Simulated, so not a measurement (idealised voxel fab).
The name of this process module is voxel wiring stack.
For reference, the cross-section in this document is cut, with width 270 nm and square cells of 5 nm.
Each cross-section below is a grid of square cells, stated as bands in top-down order, with one or more rows of cells making up each band. First you get the band's top height and its bottom height, in nm, and then the materials it's made of, left to right, with each width in nm. If you see a single material with "throughout", that one covers the band edge to edge. "empty" is empty space. Note: height 0 marks the level under which the wafer is uniformly one material as received. Lowest band unbounded below, written "0..down". A width given as "30 to 40" starts at the first number in the band's top row and ends at the second number in its bottom row, shifting by an equal amount at every step from row to row. The designation "nothing changed", where it is given for a processing step, indicates that no cell of the cross-section was altered in the course of that step. Voids not open to the top, 8 cells minimum: see "Closed void table". Written width x height at distance; distance is from the left edge; nm. Text after the settings on a step's line: the simulator's own remark on that step. Each step line may optionally specify "overlay nm", which for a step with a mask gives the rightward distance between the mask's planned place and where it lay, a negative value indicating the leftward direction.

**Below is the list of planned process steps**
1. RECEIVE | material Si
2. CONFORMAL_DEP | material SiO2 | thk nm 10
3. CONFORMAL_DEP | material SiCN | thk nm 5
4. DIRECTIONAL_DEP | material SiO2 | thk nm 20
5. DIRECTIONAL_DEP | material aC | thk nm 10
6. PATTERN | tone open | mask id METAL_1 | material resist | width nm 20 | pitch nm 45 | thk nm 30 | overlay nm 0
7. DIRECTIONAL_ETCH | etch materials aC | depth nm 10
8. STRIP | etch materials resist
9. DIRECTIONAL_ETCH | etch materials SiO2 | depth nm 20
10. DIRECTIONAL_ETCH | etch materials SiCN | depth nm 5
11. STRIP | etch materials aC
12. CONFORMAL_DEP | material TiN | thk nm 5
13. FILL_DEP | material Cu | thk nm 10
14. CMP | height nm 35
15. EPI | material Ru | thk nm 5
16. FILL_DEP | material SiCN | thk nm 5
17. DIRECTIONAL_DEP | material SiO2 | thk nm 20
18. PATTERN | tone open | mask id PLUG_1 | material resist | width nm 15 | thk nm 15 | overlay nm 0
19. DIRECTIONAL_ETCH | etch materials SiO2 | depth nm 20
20. DIRECTIONAL_ETCH | etch materials SiCN | depth nm 5
21. STRIP | etch materials resist
22. CONFORMAL_DEP | material TiN | thk nm 5
23. FILL_DEP | material Ru | thk nm 5
24. CMP | height nm 65
25. DIRECTIONAL_DEP | material TiN | thk nm 5
26. DIRECTIONAL_DEP | material Ru | thk nm 25
27. MASKED_ETCH | tone cover | mask id METAL_2 | width nm 20 | pitch nm 45 | etch materials Ru | depth nm 25 | overlay nm 0
28. MASKED_ETCH | tone cover | mask id METAL_2 | width nm 20 | pitch nm 45 | etch materials TiN | depth nm 5 | overlay nm 0
29. CONFORMAL_DEP | material SiN | thk nm 5
30. FILL_DEP | material lowk | thk nm 5
31. CMP | height nm 95
32. CONFORMAL_DEP | material SiCN | thk nm 5
33. DIRECTIONAL_DEP | material SiO2 | thk nm 15
34. PATTERN | tone open | mask id PLUG_2 | material resist | width nm 15 | pitch nm 45 | thk nm 15 | overlay nm 0
35. DIRECTIONAL_ETCH | etch materials SiO2 | depth nm 15
36. DIRECTIONAL_ETCH | etch materials SiCN | depth nm 5
37. STRIP | etch materials resist
38. CONFORMAL_DEP | material TiN | thk nm 5
39. FILL_DEP | material Ru | thk nm 10
40. CMP | height nm 115
41. DIRECTIONAL_DEP | material TiN | thk nm 5
42. DIRECTIONAL_DEP | material Ru | thk nm 15
43. MASKED_ETCH | tone cover | mask id METAL_3 | width nm 20 | pitch nm 45 | etch materials Ru | depth nm 15 | overlay nm 0
44. MASKED_ETCH | tone cover | mask id METAL_3 | width nm 20 | pitch nm 45 | etch materials TiN | depth nm 5 | overlay nm 0
45. CONFORMAL_DEP | material SiCN | thk nm 5
46. FILL_DEP | material SiO2 | thk nm 10
47. CMP | height nm 135
48. CONFORMAL_DEP | material SiCN | thk nm 5

**On the first of the two wafers: run conducted according to plan**

**Incoming wafer, cross-sectional view, post step 1**
> 0..down = Si throughout
> Closed void table: none

**Sectional view: wafer, after step 2**
> 10..0 = SiO2 throughout
> Lower than 0, everything is as it was.

**Sectional view: wafer, after step 3**
> 15..10 = SiCN throughout
> Lower than 10, everything is as it was.

**Sectional view: wafer, after step 4**
> 35..15 = SiO2 throughout
> Lower than 15, everything is as it was.

**Sectional view: wafer, after step 5**
> 45..35 = aC throughout
> Lower than 35, everything is as it was.

**Sectional view: wafer, after step 6**
> 75..45 = resist=100  empty=20  resist=25  empty=20  resist=105
> Lower than 45, everything is as it was.

**Sectional view: wafer, after step 7**
> 65..45 = resist=100  empty=20  resist=25  empty=20  resist=105
> 45..35 = aC=100  empty=20  aC=25  empty=20  aC=105
> Lower than 35, everything is as it was.

**Sectional view: wafer, after step 8**
> 45..35 = aC=100  empty=20  aC=25  empty=20  aC=105
> Lower than 35, everything is as it was.

**Sectional view: wafer, after step 9**
> 45..35 = aC=100  empty=20  aC=25  empty=20  aC=105
> 35..15 = SiO2=100  empty=20  SiO2=25  empty=20  SiO2=105
> Lower than 15, everything is as it was.

**Sectional view: wafer, after step 10**
> 45..35 = aC=100  empty=20  aC=25  empty=20  aC=105
> 35..15 = SiO2=100  empty=20  SiO2=25  empty=20  SiO2=105
> 15..10 = SiCN=100  empty=20  SiCN=25  empty=20  SiCN=105
> Lower than 10, everything is as it was.

**Sectional view: wafer, after step 11**
> 35..15 = SiO2=100  empty=20  SiO2=25  empty=20  SiO2=105
> Lower than 15, everything is as it was.

**Sectional view: wafer, after step 12**
> 40..35 = TiN=105  empty=10  TiN=35  empty=10  TiN=110
> 35..15 = SiO2=100  TiN=5  empty=10  TiN=5  SiO2=25  TiN=5  empty=10  TiN=5  SiO2=105
> 15..10 = SiCN=100  TiN=20  SiCN=25  TiN=20  SiCN=105
> Lower than 10, everything is as it was.

**Sectional view: wafer, after step 13**
> 50..40 = Cu throughout
> 40..35 = TiN=105  Cu=10  TiN=35  Cu=10  TiN=110
> 35..15 = SiO2=100  TiN=5  Cu=10  TiN=5  SiO2=25  TiN=5  Cu=10  TiN=5  SiO2=105
> Lower than 15, everything is as it was.

**Sectional view: wafer, after step 14**
> 35..15 = SiO2=100  TiN=5  Cu=10  TiN=5  SiO2=25  TiN=5  Cu=10  TiN=5  SiO2=105
> Lower than 15, everything is as it was.

**Sectional view: wafer, after step 15**
> 40..35 = empty=95  Ru=30  empty=15  Ru=30  empty=100
> Lower than 35, everything is as it was.

**Sectional view: wafer, after step 16**
> 45..40 = SiCN throughout
> 40..35 = SiCN=95  Ru=30  SiCN=15  Ru=30  SiCN=100
> Lower than 35, everything is as it was.

**Sectional view: wafer, after step 17**
> 65..45 = SiO2 throughout
> Lower than 45, everything is as it was.

**Sectional view: wafer, after step 18**
> 80..65 = resist=100  empty=15  resist=155
> Lower than 65, everything is as it was.

**Sectional view: wafer, after step 19**
> 80..65 = resist=100  empty=15  resist=155
> 65..45 = SiO2=100  empty=15  SiO2=155
> Lower than 45, everything is as it was.

**Sectional view: wafer, after step 20**
> 80..65 = resist=100  empty=15  resist=155
> 65..45 = SiO2=100  empty=15  SiO2=155
> 45..40 = SiCN=100  empty=15  SiCN=155
> Lower than 40, everything is as it was.

**Sectional view: wafer, after step 21**
> 65..45 = SiO2=100  empty=15  SiO2=155
> Lower than 45, everything is as it was.

**Sectional view: wafer, after step 22**
> 70..65 = TiN=105  empty=5  TiN=160
> 65..45 = SiO2=100  TiN=5  empty=5  TiN=5  SiO2=155
> 45..40 = SiCN=100  TiN=15  SiCN=155
> Lower than 40, everything is as it was.

**Sectional view: wafer, after step 23**
> 75..70 = Ru throughout
> 70..65 = TiN=105  Ru=5  TiN=160
> 65..45 = SiO2=100  TiN=5  Ru=5  TiN=5  SiO2=155
> Lower than 45, everything is as it was.

**Sectional view: wafer, after step 24**
> 65..45 = SiO2=100  TiN=5  Ru=5  TiN=5  SiO2=155
> Lower than 45, everything is as it was.

**Sectional view: wafer, after step 25**
> 70..65 = TiN throughout
> Lower than 65, everything is as it was.

**Sectional view: wafer, after step 26**
> 95..70 = Ru throughout
> Lower than 70, everything is as it was.

**Sectional view: wafer, after step 27**
> 95..70 = empty=100  Ru=20  empty=25  Ru=20  empty=105
> Lower than 70, everything is as it was.

**Sectional view: wafer, after step 28**
> 95..70 = empty=100  Ru=20  empty=25  Ru=20  empty=105
> 70..65 = empty=100  TiN=20  empty=25  TiN=20  empty=105
> Lower than 65, everything is as it was.

**Sectional view: wafer, after step 29**
> 100..95 = empty=95  SiN=30  empty=15  SiN=30  empty=100
> 95..70 = empty=95  SiN=5  Ru=20  SiN=5  empty=15  SiN=5  Ru=20  SiN=5  empty=100
> 70..65 = SiN=100  TiN=20  SiN=25  TiN=20  SiN=105
> Lower than 65, everything is as it was.

**Sectional view: wafer, after step 30**
> 105..100 = lowk throughout
> 100..95 = lowk=95  SiN=30  lowk=15  SiN=30  lowk=100
> 95..70 = lowk=95  SiN=5  Ru=20  SiN=5  lowk=15  SiN=5  Ru=20  SiN=5  lowk=100
> Lower than 70, everything is as it was.

**Sectional view: wafer, after step 31**
> 95..70 = lowk=95  SiN=5  Ru=20  SiN=5  lowk=15  SiN=5  Ru=20  SiN=5  lowk=100
> Lower than 70, everything is as it was.

**Sectional view: wafer, after step 32**
> 100..95 = SiCN throughout
> Lower than 95, everything is as it was.

**Sectional view: wafer, after step 33**
> 115..100 = SiO2 throughout
> Lower than 100, everything is as it was.

**Sectional view: wafer, after step 34**
> 130..115 = resist=100  empty=15  resist=30  empty=15  resist=110
> Lower than 115, everything is as it was.

**Sectional view: wafer, after step 35**
> 130..115 = resist=100  empty=15  resist=30  empty=15  resist=110
> 115..100 = SiO2=100  empty=15  SiO2=30  empty=15  SiO2=110
> Lower than 100, everything is as it was.

**Sectional view: wafer, after step 36**
> 130..115 = resist=100  empty=15  resist=30  empty=15  resist=110
> 115..100 = SiO2=100  empty=15  SiO2=30  empty=15  SiO2=110
> 100..95 = SiCN=100  empty=15  SiCN=30  empty=15  SiCN=110
> Lower than 95, everything is as it was.

**Sectional view: wafer, after step 37**
> 115..100 = SiO2=100  empty=15  SiO2=30  empty=15  SiO2=110
> Lower than 100, everything is as it was.

**Sectional view: wafer, after step 38**
> 120..115 = TiN=105  empty=5  TiN=40  empty=5  TiN=115
> 115..100 = SiO2=100  TiN=5  empty=5  TiN=5  SiO2=30  TiN=5  empty=5  TiN=5  SiO2=110
> 100..95 = SiCN=100  TiN=15  SiCN=30  TiN=15  SiCN=110
> Lower than 95, everything is as it was.

**Sectional view: wafer, after step 39**
> 130..120 = Ru throughout
> 120..115 = TiN=105  Ru=5  TiN=40  Ru=5  TiN=115
> 115..100 = SiO2=100  TiN=5  Ru=5  TiN=5  SiO2=30  TiN=5  Ru=5  TiN=5  SiO2=110
> Lower than 100, everything is as it was.

**Sectional view: wafer, after step 40**
> 115..100 = SiO2=100  TiN=5  Ru=5  TiN=5  SiO2=30  TiN=5  Ru=5  TiN=5  SiO2=110
> Lower than 100, everything is as it was.

**Sectional view: wafer, after step 41**
> 120..115 = TiN throughout
> Lower than 115, everything is as it was.

**Sectional view: wafer, after step 42**
> 135..120 = Ru throughout
> Lower than 120, everything is as it was.

**Sectional view: wafer, after step 43**
> 135..120 = empty=100  Ru=20  empty=25  Ru=20  empty=105
> Lower than 120, everything is as it was.

**Sectional view: wafer, after step 44**
> 135..120 = empty=100  Ru=20  empty=25  Ru=20  empty=105
> 120..115 = empty=100  TiN=20  empty=25  TiN=20  empty=105
> Lower than 115, everything is as it was.

**Sectional view: wafer, after step 45**
> 140..135 = empty=95  SiCN=30  empty=15  SiCN=30  empty=100
> 135..120 = empty=95  SiCN=5  Ru=20  SiCN=5  empty=15  SiCN=5  Ru=20  SiCN=5  empty=100
> 120..115 = SiCN=100  TiN=20  SiCN=25  TiN=20  SiCN=105
> Lower than 115, everything is as it was.

**Sectional view: wafer, after step 46**
> 150..140 = SiO2 throughout
> 140..135 = SiO2=95  SiCN=30  SiO2=15  SiCN=30  SiO2=100
> 135..120 = SiO2=95  SiCN=5  Ru=20  SiCN=5  SiO2=15  SiCN=5  Ru=20  SiCN=5  SiO2=100
> Lower than 120, everything is as it was.

**Sectional view: wafer, after step 47**
> 135..120 = SiO2=95  SiCN=5  Ru=20  SiCN=5  SiO2=15  SiCN=5  Ru=20  SiCN=5  SiO2=100
> Lower than 120, everything is as it was.

**Sectional view: wafer, after step 48**
> 140..135 = SiCN throughout
> Lower than 135, everything is as it was.

**Wafer two. Identical start, identical plan. One mistake in execution. Identical history through step 2**

**At the planned end of step 3, the second wafer in cross-section**
> 30..0 = SiO2 throughout
> Lower than 0, everything is as it was.

**At the planned end of step 4, the second wafer in cross-section**
> 35..30 = SiCN throughout
> Lower than 30, everything is as it was.

**At the planned end of step 5, the second wafer in cross-section**
> 45..35 = aC throughout
> Lower than 35, everything is as it was.

**At the planned end of step 6, the second wafer in cross-section**
> 75..45 = resist=100  empty=20  resist=25  empty=20  resist=105
> Lower than 45, everything is as it was.

**At the planned end of step 7, the second wafer in cross-section**
> 65..45 = resist=100  empty=20  resist=25  empty=20  resist=105
> 45..35 = aC=100  empty=20  aC=25  empty=20  aC=105
> Lower than 35, everything is as it was.

**At the planned end of step 8, the second wafer in cross-section**
> 45..35 = aC=100  empty=20  aC=25  empty=20  aC=105
> Lower than 35, everything is as it was.

At the planned end of step 9, the second wafer in cross-section: nothing changed

**At the planned end of step 10, the second wafer in cross-section**
> 45..35 = aC=100  empty=20  aC=25  empty=20  aC=105
> 35..30 = SiCN=100  empty=20  SiCN=25  empty=20  SiCN=105
> Lower than 30, everything is as it was.

**At the planned end of step 11, the second wafer in cross-section**
> 35..30 = SiCN=100  empty=20  SiCN=25  empty=20  SiCN=105
> Lower than 30, everything is as it was.

**At the planned end of step 12, the second wafer in cross-section**
> 40..35 = TiN=105  empty=10  TiN=35  empty=10  TiN=110
> 35..30 = SiCN=100  TiN=20  SiCN=25  TiN=20  SiCN=105
> Lower than 30, everything is as it was.

**At the planned end of step 13, the second wafer in cross-section**
> 50..40 = Cu throughout
> 40..35 = TiN=105  Cu=10  TiN=35  Cu=10  TiN=110
> Lower than 35, everything is as it was.

**At the planned end of step 14, the second wafer in cross-section**
> 35..30 = SiCN=100  TiN=20  SiCN=25  TiN=20  SiCN=105
> Lower than 30, everything is as it was.

**At the planned end of step 15, the second wafer in cross-section**
> 40..35 = empty=95  Ru=30  empty=15  Ru=30  empty=100
> Lower than 35, everything is as it was.

**At the planned end of step 16, the second wafer in cross-section**
> 45..40 = SiCN throughout
> 40..35 = SiCN=95  Ru=30  SiCN=15  Ru=30  SiCN=100
> Lower than 35, everything is as it was.

**At the planned end of step 17, the second wafer in cross-section**
> 65..45 = SiO2 throughout
> Lower than 45, everything is as it was.

**At the planned end of step 18, the second wafer in cross-section**
> 80..65 = resist=100  empty=15  resist=155
> Lower than 65, everything is as it was.

**At the planned end of step 19, the second wafer in cross-section**
> 80..65 = resist=100  empty=15  resist=155
> 65..45 = SiO2=100  empty=15  SiO2=155
> Lower than 45, everything is as it was.

**At the planned end of step 20, the second wafer in cross-section**
> 80..65 = resist=100  empty=15  resist=155
> 65..45 = SiO2=100  empty=15  SiO2=155
> 45..40 = SiCN=100  empty=15  SiCN=155
> Lower than 40, everything is as it was.

**At the planned end of step 21, the second wafer in cross-section**
> 65..45 = SiO2=100  empty=15  SiO2=155
> Lower than 45, everything is as it was.

**At the planned end of step 22, the second wafer in cross-section**
> 70..65 = TiN=105  empty=5  TiN=160
> 65..45 = SiO2=100  TiN=5  empty=5  TiN=5  SiO2=155
> 45..40 = SiCN=100  TiN=15  SiCN=155
> Lower than 40, everything is as it was.

**At the planned end of step 23, the second wafer in cross-section**
> 75..70 = Ru throughout
> 70..65 = TiN=105  Ru=5  TiN=160
> 65..45 = SiO2=100  TiN=5  Ru=5  TiN=5  SiO2=155
> Lower than 45, everything is as it was.

**At the planned end of step 24, the second wafer in cross-section**
> 65..45 = SiO2=100  TiN=5  Ru=5  TiN=5  SiO2=155
> Lower than 45, everything is as it was.

**At the planned end of step 25, the second wafer in cross-section**
> 70..65 = TiN throughout
> Lower than 65, everything is as it was.

**At the planned end of step 26, the second wafer in cross-section**
> 95..70 = Ru throughout
> Lower than 70, everything is as it was.

**At the planned end of step 27, the second wafer in cross-section**
> 95..70 = empty=100  Ru=20  empty=25  Ru=20  empty=105
> Lower than 70, everything is as it was.

**At the planned end of step 28, the second wafer in cross-section**
> 95..70 = empty=100  Ru=20  empty=25  Ru=20  empty=105
> 70..65 = empty=100  TiN=20  empty=25  TiN=20  empty=105
> Lower than 65, everything is as it was.

**At the planned end of step 29, the second wafer in cross-section**
> 100..95 = empty=95  SiN=30  empty=15  SiN=30  empty=100
> 95..70 = empty=95  SiN=5  Ru=20  SiN=5  empty=15  SiN=5  Ru=20  SiN=5  empty=100
> 70..65 = SiN=100  TiN=20  SiN=25  TiN=20  SiN=105
> Lower than 65, everything is as it was.

**At the planned end of step 30, the second wafer in cross-section**
> 105..100 = lowk throughout
> 100..95 = lowk=95  SiN=30  lowk=15  SiN=30  lowk=100
> 95..70 = lowk=95  SiN=5  Ru=20  SiN=5  lowk=15  SiN=5  Ru=20  SiN=5  lowk=100
> Lower than 70, everything is as it was.

**At the planned end of step 31, the second wafer in cross-section**
> 95..70 = lowk=95  SiN=5  Ru=20  SiN=5  lowk=15  SiN=5  Ru=20  SiN=5  lowk=100
> Lower than 70, everything is as it was.

**At the planned end of step 32, the second wafer in cross-section**
> 100..95 = SiCN throughout
> Lower than 95, everything is as it was.

**At the planned end of step 33, the second wafer in cross-section**
> 115..100 = SiO2 throughout
> Lower than 100, everything is as it was.

**At the planned end of step 34, the second wafer in cross-section**
> 130..115 = resist=100  empty=15  resist=30  empty=15  resist=110
> Lower than 115, everything is as it was.

**At the planned end of step 35, the second wafer in cross-section**
> 130..115 = resist=100  empty=15  resist=30  empty=15  resist=110
> 115..100 = SiO2=100  empty=15  SiO2=30  empty=15  SiO2=110
> Lower than 100, everything is as it was.

**At the planned end of step 36, the second wafer in cross-section**
> 130..115 = resist=100  empty=15  resist=30  empty=15  resist=110
> 115..100 = SiO2=100  empty=15  SiO2=30  empty=15  SiO2=110
> 100..95 = SiCN=100  empty=15  SiCN=30  empty=15  SiCN=110
> Lower than 95, everything is as it was.

**At the planned end of step 37, the second wafer in cross-section**
> 115..100 = SiO2=100  empty=15  SiO2=30  empty=15  SiO2=110
> Lower than 100, everything is as it was.

**At the planned end of step 38, the second wafer in cross-section**
> 120..115 = TiN=105  empty=5  TiN=40  empty=5  TiN=115
> 115..100 = SiO2=100  TiN=5  empty=5  TiN=5  SiO2=30  TiN=5  empty=5  TiN=5  SiO2=110
> 100..95 = SiCN=100  TiN=15  SiCN=30  TiN=15  SiCN=110
> Lower than 95, everything is as it was.

**At the planned end of step 39, the second wafer in cross-section**
> 130..120 = Ru throughout
> 120..115 = TiN=105  Ru=5  TiN=40  Ru=5  TiN=115
> 115..100 = SiO2=100  TiN=5  Ru=5  TiN=5  SiO2=30  TiN=5  Ru=5  TiN=5  SiO2=110
> Lower than 100, everything is as it was.

**At the planned end of step 40, the second wafer in cross-section**
> 115..100 = SiO2=100  TiN=5  Ru=5  TiN=5  SiO2=30  TiN=5  Ru=5  TiN=5  SiO2=110
> Lower than 100, everything is as it was.

**At the planned end of step 41, the second wafer in cross-section**
> 120..115 = TiN throughout
> Lower than 115, everything is as it was.

**At the planned end of step 42, the second wafer in cross-section**
> 135..120 = Ru throughout
> Lower than 120, everything is as it was.

**At the planned end of step 43, the second wafer in cross-section**
> 135..120 = empty=100  Ru=20  empty=25  Ru=20  empty=105
> Lower than 120, everything is as it was.

**At the planned end of step 44, the second wafer in cross-section**
> 135..120 = empty=100  Ru=20  empty=25  Ru=20  empty=105
> 120..115 = empty=100  TiN=20  empty=25  TiN=20  empty=105
> Lower than 115, everything is as it was.

**At the planned end of step 45, the second wafer in cross-section**
> 140..135 = empty=95  SiCN=30  empty=15  SiCN=30  empty=100
> 135..120 = empty=95  SiCN=5  Ru=20  SiCN=5  empty=15  SiCN=5  Ru=20  SiCN=5  empty=100
> 120..115 = SiCN=100  TiN=20  SiCN=25  TiN=20  SiCN=105
> Lower than 115, everything is as it was.

**At the planned end of step 46, the second wafer in cross-section**
> 150..140 = SiO2 throughout
> 140..135 = SiO2=95  SiCN=30  SiO2=15  SiCN=30  SiO2=100
> 135..120 = SiO2=95  SiCN=5  Ru=20  SiCN=5  SiO2=15  SiCN=5  Ru=20  SiCN=5  SiO2=100
> Lower than 120, everything is as it was.

**At the planned end of step 47, the second wafer in cross-section**
> 135..120 = SiO2=95  SiCN=5  Ru=20  SiCN=5  SiO2=15  SiCN=5  Ru=20  SiCN=5  SiO2=100
> Lower than 120, everything is as it was.

**At the planned end of step 48, the second wafer in cross-section**
> 140..135 = SiCN throughout
> Lower than 135, everything is as it was.
Processing error: sequence error: steps 3 and 4 interchanged
Bottom line after processing is that, in cells, the second wafer is up or down on some materials versus the first: Cu: 16 fewer; SiO2: 32 more; TiN: 16 fewer
